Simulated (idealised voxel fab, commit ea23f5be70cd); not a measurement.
Title: Process Module voxel released beams
Cross-section cut: width 225 nm, square cells of 5 nm.
Cross-section, as written here: a square-cell grid given band by band from the top down, where a band holds one or more rows of cells. Per band: top height and bottom height in nm, followed by the left-to-right materials and their widths in nm; "all across" marks a single material spanning edge to edge, "blank" marks empty space. Height reference: 0 = level under which incoming wafer is all one material. Lowest band: no bottom, runs on downward, e.g. "0 nm and below". Read "30->40" as a graded width: first number on top, second number at the bottom, same change between each pair of neighbouring rows. For the purposes of this document, the phrase "nothing got changed" attached to a step denotes that no cell within the cross-section was modified by that step. Reported under the label "Fully sealed cavities" are the empty spaces having no open way to the top and comprising 8 cells or more; the notation for each is width x height at distance, in which the distance is measured from the left edge and all three values are in nm. On each step's line, the part that comes after the settings is the simulator's own comment on the step. When a step includes a mask, the "overlay nm" setting on its line states how far to the right of its planned place that mask lay, and negative values state how far to the left.
**The process steps that were planned are listed below**
- 1: RECEIVE,material Si
- 2: CONFORMAL_DEP,material Al2O3,thk nm 5
- 3: DIRECTIONAL_DEP,material SiO2,thk nm 15
- 4: DIRECTIONAL_DEP,material aC,thk nm 10
- 5: PATTERN,tone open,mask id ANCHOR,material resist,width nm 30,thk nm 25,overlay nm 0
- 6: DIRECTIONAL_ETCH,etch materials aC,depth nm 10
- 7: STRIP,etch materials resist
- 8: DIRECTIONAL_ETCH,etch materials SiO2,depth nm 15
- 9: STRIP,etch materials aC
- 10: CONFORMAL_DEP,material W,thk nm 10
- 11: DIRECTIONAL_DEP,material aC,thk nm 15
- 12: PATTERN,tone cover,mask id BEAM,material resist,width nm 95,thk nm 30,overlay nm -15
- 13: DIRECTIONAL_ETCH,etch materials aC,depth nm 15
- 14: STRIP,etch materials resist
- 15: DIRECTIONAL_ETCH,etch materials W,depth nm 10
- 16: STRIP,etch materials aC
- 17: STRIP,etch materials SiO2
Among the wafers covered here, the point of difference is the overlay nm at step 12; their starting state is shared, and the plan presents the value of the first wafer.
**The first of several wafers as received, shown in cross-section; this is its state after step 1**
0 nm and below | Si all across
Fully sealed cavities: none
**Below, a row for every wafer. Read it as the end-of-module picture: for each material the wafer shows its cells gained (+) or lost (-) since it was received, and then its closed voids**
overlay nm -15; +45 Al2O3; +50 W; Fully sealed cavities: none
overlay nm -10; +45 Al2O3; +50 W; Fully sealed cavities: none
overlay nm -5; +45 Al2O3; +50 W; Fully sealed cavities: none
overlay nm 0; +45 Al2O3; +50 W; Fully sealed cavities: none
overlay nm 5; +45 Al2O3; +50 W; Fully sealed cavities: none
overlay nm 10; +45 Al2O3; +50 W; Fully sealed cavities: none
overlay nm 15; +45 Al2O3; +50 W; Fully sealed cavities: none
